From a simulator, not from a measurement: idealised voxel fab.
process module | voxel capacitor over wiring
cross-section cut | 145 nm wide | cells 5 nm
A cross-section is a grid of square cells, given in bands from the top down. A band is one or more rows of cells.
Each band's line starts with the height of the band's top and of its bottom, in nm. Then come its materials from left to right, each with its width in nm. One material with "throughout" fills the band from edge to edge. "air" is empty space.
Height 0 is the level under which the wafer as received is all one material. The lowest band goes on downwards, as in "0 down".
A width such as "30 to 40" changes by the same amount from each row of cells to the next, from the band's top row to its bottom row.
"no change" after a step means that no cell of the cross-section changed.
closed voids: empty space of 8 cells or more with no open way to the top, each as width x height at its distance from the left edge, in nm
after a step's settings: what the simulator itself notes on the step
overlay nm, on a step with a mask: how far to the right of its planned place the mask lay; to the left if negative
plan
1 op RECEIVE | material Si
2 op CONFORMAL_DEP | material SiO2 | thk nm 15
3 op DIRECTIONAL_DEP | material TiN | thk nm 5
4 op DIRECTIONAL_DEP | material W | thk nm 15
5 op DIRECTIONAL_DEP | material aC | thk nm 10
6 op PATTERN | tone cover | mask id METAL_1 | material resist | width nm 30 | pitch nm 85 | thk nm 30 | overlay nm 0
7 op DIRECTIONAL_ETCH | etch materials aC | depth nm 10
8 op STRIP | etch materials resist
9 op DIRECTIONAL_ETCH | etch materials W | depth nm 15
10 op DIRECTIONAL_ETCH | etch materials TiN | depth nm 5
11 op STRIP | etch materials aC
12 op FILL_DEP | material lowk | thk nm 5
13 op CMP | height nm 35
14 op CONFORMAL_DEP | material SiCN | thk nm 5
15 op DIRECTIONAL_DEP | material lowk | thk nm 20
16 op PATTERN | tone open | mask id PLUG_1 | material resist | width nm 15 | thk nm 15 | overlay nm 0
17 op DIRECTIONAL_ETCH | etch materials lowk | depth nm 20
18 op DIRECTIONAL_ETCH | etch materials SiCN | depth nm 5
19 op STRIP | etch materials resist
20 op EPI | material Ru | thk nm 10
21 op EPI | material Ru | thk nm 10
22 op EPI | material Ru | thk nm 5
23 op DIRECTIONAL_DEP | material TiN | thk nm 5
24 op DIRECTIONAL_DEP | material HfO2 | thk nm 5
25 op DIRECTIONAL_DEP | material TiN | thk nm 10
26 op MASKED_ETCH | tone cover | mask id UPPER_PLATE | width nm 60 | etch materials TiN | depth nm 10 | overlay nm 0
27 op MASKED_ETCH | tone cover | mask id UPPER_PLATE | width nm 60 | etch materials HfO2 | depth nm 5 | overlay nm 0
28 op DIRECTIONAL_DEP | material aC | thk nm 15
29 op PATTERN | tone cover | mask id LOWER_PLATE | material resist | width nm 70 | thk nm 30 | overlay nm 0
30 op DIRECTIONAL_ETCH | etch materials aC | depth nm 15
31 op STRIP | etch materials resist
32 op DIRECTIONAL_ETCH | etch materials TiN | depth nm 5
33 op STRIP | etch materials aC
34 op FILL_DEP | material SiO2 | thk nm 20
35 op CMP | height nm 95
36 op DIRECTIONAL_DEP | material aC | thk nm 15
37 op PATTERN | tone open | mask id PLUG_2 | material resist | width nm 15 | thk nm 30 | overlay nm 0
38 op DIRECTIONAL_ETCH | etch materials aC | depth nm 15
39 op STRIP | etch materials resist
40 op DIRECTIONAL_ETCH | etch materials SiO2 | depth nm 15
41 op STRIP | etch materials aC
42 op CONFORMAL_DEP | material TiN | thk nm 5
43 op FILL_DEP | material Ru | thk nm 5
44 op CMP | height nm 95
45 op CONFORMAL_DEP | material SiCN | thk nm 5
first wafer, as planned
as received, after step 1
  0 down: Si throughout
  closed voids: none
after step 2
  15 to 0: SiO2 throughout
  below 0: unchanged
after step 3
  20 to 15: TiN throughout
  below 15: unchanged
after step 4
  35 to 20: W throughout
  below 20: unchanged
after step 5
  45 to 35: aC throughout
  below 35: unchanged
after step 6
  75 to 45: air 15 | resist 30 | air 55 | resist 30 | air 15
  below 45: unchanged
after step 7
  65 to 45: air 15 | resist 30 | air 55 | resist 30 | air 15
  45 to 35: air 15 | aC 30 | air 55 | aC 30 | air 15
  below 35: unchanged
after step 8
  45 to 35: air 15 | aC 30 | air 55 | aC 30 | air 15
  below 35: unchanged
after step 9
  45 to 35: air 15 | aC 30 | air 55 | aC 30 | air 15
  35 to 20: air 15 | W 30 | air 55 | W 30 | air 15
  below 20: unchanged
after step 10
  45 to 35: air 15 | aC 30 | air 55 | aC 30 | air 15
  35 to 20: air 15 | W 30 | air 55 | W 30 | air 15
  20 to 15: air 15 | TiN 30 | air 55 | TiN 30 | air 15
  below 15: unchanged
after step 11
  35 to 20: air 15 | W 30 | air 55 | W 30 | air 15
  below 20: unchanged
after step 12
  40 to 35: lowk throughout
  35 to 20: lowk 15 | W 30 | lowk 55 | W 30 | lowk 15
  20 to 15: lowk 15 | TiN 30 | lowk 55 | TiN 30 | lowk 15
  below 15: unchanged
after step 13
  35 to 20: lowk 15 | W 30 | lowk 55 | W 30 | lowk 15
  below 20: unchanged
after step 14
  40 to 35: SiCN throughout
  below 35: unchanged
after step 15
  60 to 40: lowk throughout
  below 40: unchanged
after step 16
  75 to 60: resist 30 | air 15 | resist 100
  below 60: unchanged
after step 17
  75 to 60: resist 30 | air 15 | resist 100
  60 to 40: lowk 30 | air 15 | lowk 100
  below 40: unchanged
after step 18
  75 to 60: resist 30 | air 15 | resist 100
  60 to 40: lowk 30 | air 15 | lowk 100
  40 to 35: SiCN 30 | air 15 | SiCN 100
  below 35: unchanged
after step 19
  60 to 40: lowk 30 | air 15 | lowk 100
  below 40: unchanged
after step 20
  60 to 45: lowk 30 | air 15 | lowk 100
  45 to 40: lowk 30 | Ru 15 | lowk 100
  40 to 35: SiCN 30 | Ru 15 | SiCN 100
  below 35: unchanged
after step 21
  60 to 55: lowk 30 | air 15 | lowk 100
  55 to 40: lowk 30 | Ru 15 | lowk 100
  below 40: unchanged
after step 22
  60 to 40: lowk 30 | Ru 15 | lowk 100
  below 40: unchanged
after step 23
  65 to 60: TiN throughout
  below 60: unchanged
after step 24
  70 to 65: HfO2 throughout
  below 65: unchanged
after step 25
  80 to 70: TiN throughout
  below 70: unchanged
after step 26
  80 to 70: air 30 | TiN 60 | air 55
  below 70: unchanged
after step 27
  80 to 70: air 30 | TiN 60 | air 55
  70 to 65: air 30 | HfO2 60 | air 55
  below 65: unchanged
after step 28
  95 to 80: air 30 | aC 60 | air 55
  80 to 70: aC 30 | TiN 60 | aC 55
  70 to 65: aC 30 | HfO2 60 | aC 55
  below 65: unchanged
after step 29
  125 to 95: air 25 | resist 70 | air 50
  95 to 80: air 25 | resist 5 | aC 60 | resist 5 | air 50
  below 80: unchanged
after step 30
  110 to 95: air 25 | resist 70 | air 50
  95 to 80: air 25 | resist 5 | aC 60 | resist 5 | air 50
  80 to 70: air 25 | aC 5 | TiN 60 | aC 5 | air 50
  70 to 65: air 25 | aC 5 | HfO2 60 | aC 5 | air 50
  below 65: unchanged
after step 31
  95 to 80: air 30 | aC 60 | air 55
  below 80: unchanged
after step 32
  95 to 80: air 30 | aC 60 | air 55
  80 to 70: air 25 | aC 5 | TiN 60 | aC 5 | air 50
  70 to 65: air 25 | aC 5 | HfO2 60 | aC 5 | air 50
  65 to 60: air 25 | TiN 70 | air 50
  below 60: unchanged
after step 33
  80 to 70: air 30 | TiN 60 | air 55
  70 to 65: air 30 | HfO2 60 | air 55
  below 65: unchanged
after step 34
  100 to 80: SiO2 throughout
  80 to 70: SiO2 30 | TiN 60 | SiO2 55
  70 to 65: SiO2 30 | HfO2 60 | SiO2 55
  65 to 60: SiO2 25 | TiN 70 | SiO2 50
  below 60: unchanged
after step 35
  95 to 80: SiO2 throughout
  below 80: unchanged
after step 36
  110 to 95: aC throughout
  below 95: unchanged
after step 37
  140 to 110: resist 40 | air 15 | resist 90
  below 110: unchanged
after step 38
  125 to 110: resist 40 | air 15 | resist 90
  110 to 95: aC 40 | air 15 | aC 90
  below 95: unchanged
after step 39
  110 to 95: aC 40 | air 15 | aC 90
  below 95: unchanged
after step 40
  110 to 95: aC 40 | air 15 | aC 90
  95 to 80: SiO2 40 | air 15 | SiO2 90
  below 80: unchanged
after step 41
  95 to 80: SiO2 40 | air 15 | SiO2 90
  below 80: unchanged
after step 42
  100 to 95: TiN 45 | air 5 | TiN 95
  95 to 85: SiO2 40 | TiN 5 | air 5 | TiN 5 | SiO2 90
  85 to 80: SiO2 40 | TiN 15 | SiO2 90
  below 80: unchanged
after step 43
  105 to 100: Ru throughout
  100 to 95: TiN 45 | Ru 5 | TiN 95
  95 to 85: SiO2 40 | TiN 5 | Ru 5 | TiN 5 | SiO2 90
  below 85: unchanged
after step 44
  95 to 85: SiO2 40 | TiN 5 | Ru 5 | TiN 5 | SiO2 90
  below 85: unchanged
after step 45
  100 to 95: SiCN throughout
  below 95: unchanged
second wafer: like start, like plan, one mistake. Through step 22 it matches the first wafer
when step 23 should have ended: no change
when step 24 should have ended
  65 to 60: HfO2 throughout
  below 60: unchanged
when step 25 should have ended
  75 to 65: TiN throughout
  below 65: unchanged
when step 26 should have ended
  75 to 65: air 30 | TiN 60 | air 55
  below 65: unchanged
when step 27 should have ended
  75 to 65: air 30 | TiN 60 | air 55
  65 to 60: air 30 | HfO2 60 | air 55
  below 60: unchanged
when step 28 should have ended
  90 to 75: air 30 | aC 60 | air 55
  75 to 65: aC 30 | TiN 60 | aC 55
  65 to 60: aC 30 | HfO2 60 | aC 55
  below 60: unchanged
when step 29 should have ended
  120 to 90: air 25 | resist 70 | air 50
  90 to 75: air 25 | resist 5 | aC 60 | resist 5 | air 50
  below 75: unchanged
when step 30 should have ended
  105 to 90: air 25 | resist 70 | air 50
  90 to 75: air 25 | resist 5 | aC 60 | resist 5 | air 50
  75 to 65: air 25 | aC 5 | TiN 60 | aC 5 | air 50
  65 to 60: air 25 | aC 5 | HfO2 60 | aC 5 | air 50
  below 60: unchanged
when step 31 should have ended
  90 to 75: air 30 | aC 60 | air 55
  below 75: unchanged
when step 32 should have ended: no change
when step 33 should have ended
  75 to 65: air 30 | TiN 60 | air 55
  65 to 60: air 30 | HfO2 60 | air 55
  below 60: unchanged
when step 34 should have ended
  95 to 75: SiO2 throughout
  75 to 65: SiO2 30 | TiN 60 | SiO2 55
  65 to 60: SiO2 30 | HfO2 60 | SiO2 55
  below 60: unchanged
when step 35 should have ended: no change
when step 36 should have ended
  110 to 95: aC throughout
  below 95: unchanged
when step 37 should have ended
  140 to 110: resist 40 | air 15 | resist 90
  below 110: unchanged
when step 38 should have ended
  125 to 110: resist 40 | air 15 | resist 90
  110 to 95: aC 40 | air 15 | aC 90
  below 95: unchanged
when step 39 should have ended
  110 to 95: aC 40 | air 15 | aC 90
  below 95: unchanged
when step 40 should have ended
  110 to 95: aC 40 | air 15 | aC 90
  95 to 80: SiO2 40 | air 15 | SiO2 90
  below 80: unchanged
when step 41 should have ended
  95 to 80: SiO2 40 | air 15 | SiO2 90
  below 80: unchanged
when step 42 should have ended
  100 to 95: TiN 45 | air 5 | TiN 95
  95 to 85: SiO2 40 | TiN 5 | air 5 | TiN 5 | SiO2 90
  85 to 80: SiO2 40 | TiN 15 | SiO2 90
  below 80: unchanged
when step 43 should have ended
  105 to 100: Ru throughout
  100 to 95: TiN 45 | Ru 5 | TiN 95
  95 to 85: SiO2 40 | TiN 5 | Ru 5 | TiN 5 | SiO2 90
  below 85: unchanged
when step 44 should have ended
  95 to 85: SiO2 40 | TiN 5 | Ru 5 | TiN 5 | SiO2 90
  below 85: unchanged
when step 45 should have ended
  100 to 95: SiCN throughout
  below 95: unchanged
what went wrong: step 23 was left out
at the end the second wafer has, in cells: 14 more of SiO2 | 14 fewer of TiN
